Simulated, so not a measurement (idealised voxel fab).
Process module under the name voxel released beams
For reference, the cross-section in this document is cut, with width 290 nm and square cells of 5 nm.
Notation: cross-section as square-cell grid; stated in bands, top first, going down; one or more cell rows per band. First you get the band's top height and its bottom height, in nm, and then the materials it's made of, left to right, with each width in nm. If you see a single material with "throughout", that one covers the band edge to edge. "air" is empty space. Heights are reckoned from 0. Under this level, the received wafer is all of one material. The bottommost band is open-ended downward, for example "from 0 down". The expression "30 to 40" gives the width at the extremes of the band, the first number at its top row of cells and the second at its bottom row, with the width changing by equal amounts from each row to the next in between. Step marked "no modification"? Then no cell in the cross-section changed in it. Any empty space of 8 cells or more lacking an open way to the top shows up in "Closed cavities" as width x height at distance, distance from the left edge, in nm. after a step's settings: what the simulator itself notes on the step. overlay nm: on a step with a mask, how far right of its planned place the mask lay; negative means left. Quick note on how to read the rest: it's all pairs. You get the cross-section before a process step and the one after, but the after one only goes down as far as the lowest band that changed. The step in between, with its settings, sits under the pair. Heads up, the pairs can come from different runs of this module on the same starting wafer, so don't assume a pair picks up from the one above unless its "Pre-step profile" entry says it does.

Pre-step profile
    from 0 down  Si throughout
    Closed cavities: none

Resulting Cross-Section
    from 10 to 0  SiN throughout
    Lower than 0, everything is as it was.
    Closed cavities: none
Processing between the before and after sections above: CONFORMAL_DEP [material SiN] [thk nm 10]

Pre-step profile: same picture as after in the pair right above, so we don't repeat it.

Resulting Cross-Section
    from 20 to 10  SiO2 throughout
    Lower than 10, everything is as it was.
    Closed cavities: none
Processing between the before and after sections above: DIRECTIONAL_DEP [material SiO2] [thk nm 10]

Pre-step profile: same picture as after in the pair right above, so we don't repeat it.

Resulting Cross-Section
    from 20 to 10  100 of SiO2, then 45 of air, then 145 of SiO2
    Lower than 10, everything is as it was.
    Closed cavities: none
Processing between the before and after sections above: MASKED_ETCH [tone open] [mask id ANCHOR] [width nm 45] [etch materials SiO2] [depth nm 10] [overlay nm 0]

Pre-step profile: same picture as after in the pair right above, so we don't repeat it.

Resulting Cross-Section
    from 35 to 25  115 of polySi, then 15 of air, then 160 of polySi
    from 25 to 20  polySi throughout
    from 20 to 10  100 of SiO2, then 45 of polySi, then 145 of SiO2
    Lower than 10, everything is as it was.
    Closed cavities: none
Processing between the before and after sections above: CONFORMAL_DEP [material polySi] [thk nm 15]

Pre-step profile: same picture as after in the pair right above, so we don't repeat it.

Resulting Cross-Section
    from 35 to 25  95 of air, then 20 of polySi, then 15 of air, then 55 of polySi, then 105 of air
    from 25 to 20  95 of air, then 90 of polySi, then 105 of air
    Lower than 20, everything is as it was.
    Closed cavities: none
Processing between the before and after sections above: MASKED_ETCH [tone cover] [mask id BEAM] [width nm 90] [etch materials polySi] [depth nm 15] [overlay nm 0]

Pre-step profile: same picture as after in the pair right above, so we don't repeat it.

Resulting Cross-Section
    from 35 to 25  95 of air, then 20 of polySi, then 15 of air, then 55 of polySi, then 105 of air
    from 25 to 20  95 of air, then 90 of polySi, then 105 of air
    from 20 to 10  100 of air, then 45 of polySi, then 145 of air
    Lower than 10, everything is as it was.
    Closed cavities: none
Processing between the before and after sections above: STRIP [etch materials SiO2]

Pre-step profile
    from 10 to 0  SiN throughout
    from 0 down  Si throughout
    Closed cavities: none

Resulting Cross-Section
    from 25 to 10  polySi throughout
    Lower than 10, everything is as it was.
    Closed cavities: none
Processing between the before and after sections above: CONFORMAL_DEP [material polySi] [thk nm 15]

Pre-step profile: same picture as after in the pair right above, so we don't repeat it.

Resulting Cross-Section
    from 25 to 10  95 of air, then 90 of polySi, then 105 of air
    Lower than 10, everything is as it was.
    Closed cavities: none
Processing between the before and after sections above: MASKED_ETCH [tone cover] [mask id BEAM] [width nm 90] [etch materials polySi] [depth nm 15] [overlay nm 0]

Pre-step profile
    from 35 to 25  115 of polySi, then 15 of air, then 160 of polySi
    from 25 to 20  polySi throughout
    from 20 to 10  100 of SiO2, then 45 of polySi, then 145 of SiO2
    from 10 to 0  SiN throughout
    from 0 down  Si throughout
    Closed cavities: none

Resulting Cross-Section
    from 50 to 20  polySi throughout
    Lower than 20, everything is as it was.
    Closed cavities: none
Processing between the before and after sections above: CONFORMAL_DEP [material polySi] [thk nm 15]

Pre-step profile: same picture as after in the pair right above, so we don't repeat it.

Resulting Cross-Section
    from 50 to 35  95 of air, then 90 of polySi, then 105 of air
    Lower than 35, everything is as it was.
    Closed cavities: none
Processing between the before and after sections above: MASKED_ETCH [tone cover] [mask id BEAM] [width nm 90] [etch materials polySi] [depth nm 15] [overlay nm 0]

Pre-step profile
    from 0 down  Si throughout
    Closed cavities: none

Resulting Cross-Section
    from 10 to 0  SiO2 throughout
    Lower than 0, everything is as it was.
    Closed cavities: none
Processing between the before and after sections above: DIRECTIONAL_DEP [material SiO2] [thk nm 10]

Pre-step profile: same picture as after in the pair right above, so we don't repeat it.

Resulting Cross-Section
    from 20 to 10  SiN throughout
    Lower than 10, everything is as it was.
    Closed cavities: none
Processing between the before and after sections above: CONFORMAL_DEP [material SiN] [thk nm 10]

Pre-step profile: same picture as after in the pair right above, so we don't repeat it.

Resulting Cross-Section
    from 35 to 20  polySi throughout
    Lower than 20, everything is as it was.
    Closed cavities: none
Processing between the before and after sections above: CONFORMAL_DEP [material polySi] [thk nm 15]

Pre-step profile: same picture as after in the pair right above, so we don't repeat it.

Resulting Cross-Section
    from 35 to 20  95 of air, then 90 of polySi, then 105 of air
    Lower than 20, everything is as it was.
    Closed cavities: none
Processing between the before and after sections above: MASKED_ETCH [tone cover] [mask id BEAM] [width nm 90] [etch materials polySi] [depth nm 15] [overlay nm 0]

Pre-step profile
    from 20 to 10  100 of SiO2, then 45 of air, then 145 of SiO2
    from 10 to 0  SiN throughout
    from 0 down  Si throughout
    Closed cavities: none

Resulting Cross-Section
    from 45 to 20  polySi throughout
    from 20 to 10  100 of SiO2, then 45 of polySi, then 145 of SiO2
    Lower than 10, everything is as it was.
    Closed cavities: none
Processing between the before and after sections above: CONFORMAL_DEP [material polySi] [thk nm 25]

Pre-step profile: same picture as after in the pair right above, so we don't repeat it.

Resulting Cross-Section
    from 45 to 30  95 of air, then 90 of polySi, then 105 of air
    Lower than 30, everything is as it was.
    Closed cavities: none
Processing between the before and after sections above: MASKED_ETCH [tone cover] [mask id BEAM] [width nm 90] [etch materials polySi] [depth nm 15] [overlay nm 0]

Pre-step profile
    from 35 to 25  115 of polySi, then 15 of air, then 160 of polySi
    from 25 to 20  polySi throughout
    from 20 to 10  100 of SiO2, then 45 of polySi, then 145 of SiO2
    from 10 to 0  SiN throughout
    from 0 down  Si throughout
    Closed cavities: none

Resulting Cross-Section
    from 35 to 25  95 of air, then 20 of polySi, then 15 of air, then 60 of polySi, then 100 of air
    from 25 to 20  95 of air, then 95 of polySi, then 100 of air
    Lower than 20, everything is as it was.
    Closed cavities: none
Processing between the before and after sections above: MASKED_ETCH [tone cover] [mask id BEAM] [width nm 95] [etch materials polySi] [depth nm 15] [overlay nm 0]

Pre-step profile: same picture as after in the pair right above, so we don't repeat it.

Resulting Cross-Section
    from 35 to 25  95 of air, then 20 of polySi, then 15 of air, then 60 of polySi, then 100 of air
    from 25 to 20  95 of air, then 95 of polySi, then 100 of air
    from 20 to 10  100 of air, then 45 of polySi, then 145 of air
    Lower than 10, everything is as it was.
    Closed cavities: none
Processing between the before and after sections above: STRIP [etch materials SiO2]

Pre-step profile
    from 20 to 10  SiO2 throughout
    from 10 to 0  SiN throughout
    from 0 down  Si throughout
    Closed cavities: none

Resulting Cross-Section
    from 20 to 10  110 of SiO2, then 45 of air, then 135 of SiO2
    Lower than 10, everything is as it was.
    Closed cavities: none
Processing between the before and after sections above: MASKED_ETCH [tone open] [mask id ANCHOR] [width nm 45] [etch materials SiO2] [depth nm 10] [overlay nm 10]

Pre-step profile: same picture as after in the pair right above, so we don't repeat it.

Resulting Cross-Section
    from 35 to 25  125 of polySi, then 15 of air, then 150 of polySi
    from 25 to 20  polySi throughout
    from 20 to 10  110 of SiO2, then 45 of polySi, then 135 of SiO2
    Lower than 10, everything is as it was.
    Closed cavities: none
Processing between the before and after sections above: CONFORMAL_DEP [material polySi] [thk nm 15]

Pre-step profile: same picture as after in the pair right above, so we don't repeat it.

Resulting Cross-Section
    from 35 to 25  95 of air, then 30 of polySi, then 15 of air, then 45 of polySi, then 105 of air
    from 25 to 20  95 of air, then 90 of polySi, then 105 of air
    Lower than 20, everything is as it was.
    Closed cavities: none
Processing between the before and after sections above: MASKED_ETCH [tone cover] [mask id BEAM] [width nm 90] [etch materials polySi] [depth nm 15] [overlay nm 0]

Pre-step profile: same picture as after in the pair right above, so we don't repeat it.

Resulting Cross-Section
    from 35 to 25  95 of air, then 30 of polySi, then 15 of air, then 45 of polySi, then 105 of air
    from 25 to 20  95 of air, then 90 of polySi, then 105 of air
    from 20 to 10  110 of air, then 45 of polySi, then 135 of air
    Lower than 10, everything is as it was.
    Closed cavities: none
Processing between the before and after sections above: STRIP [etch materials SiO2]

Pre-step profile
    from 10 to 0  SiN throughout
    from 0 down  Si throughout
    Closed cavities: none

Resulting Cross-Section
    from 20 to 10  polySi throughout
    Lower than 10, everything is as it was.
    Closed cavities: none
Processing between the before and after sections above: DIRECTIONAL_DEP [material polySi] [thk nm 10]

Pre-step profile: same picture as after in the pair right above, so we don't repeat it.

Resulting Cross-Section
    from 35 to 10  polySi throughout
    Lower than 10, everything is as it was.
    Closed cavities: none
Processing between the before and after sections above: CONFORMAL_DEP [material polySi] [thk nm 15]

Pre-step profile: same picture as after in the pair right above, so we don't repeat it.

Resulting Cross-Section
    from 35 to 20  95 of air, then 90 of polySi, then 105 of air
    Lower than 20, everything is as it was.
    Closed cavities: none
Processing between the before and after sections above: MASKED_ETCH [tone cover] [mask id BEAM] [width nm 90] [etch materials polySi] [depth nm 15] [overlay nm 0]

Pre-step profile
    from 20 to 10  SiO2 throughout
    from 10 to 0  SiN throughout
    from 0 down  Si throughout
    Closed cavities: none

Resulting Cross-Section
    from 20 to 10  100 of air, then 45 of SiO2, then 145 of air
    Lower than 10, everything is as it was.
    Closed cavities: none
Processing between the before and after sections above: MASKED_ETCH [tone cover] [mask id ANCHOR] [width nm 45] [etch materials SiO2] [depth nm 10] [overlay nm 0]

Pre-step profile: same picture as after in the pair right above, so we don't repeat it.

Resulting Cross-Section
    from 35 to 25  85 of air, then 75 of polySi, then 130 of air
    from 25 to 20  polySi throughout
    from 20 to 10  100 of polySi, then 45 of SiO2, then 145 of polySi
    Lower than 10, everything is as it was.
    Closed cavities: none
Processing between the before and after sections above: CONFORMAL_DEP [material polySi] [thk nm 15]

Pre-step profile: same picture as after in the pair right above, so we don't repeat it.

Resulting Cross-Section
    from 35 to 25  95 of air, then 65 of polySi, then 130 of air
    from 25 to 20  95 of air, then 90 of polySi, then 105 of air
    from 20 to 10  85 of air, then 15 of polySi, then 45 of SiO2, then 40 of polySi, then 105 of air
    Lower than 10, everything is as it was.
    Closed cavities: none
Processing between the before and after sections above: MASKED_ETCH [tone cover] [mask id BEAM] [width nm 90] [etch materials polySi] [depth nm 15] [overlay nm 0]
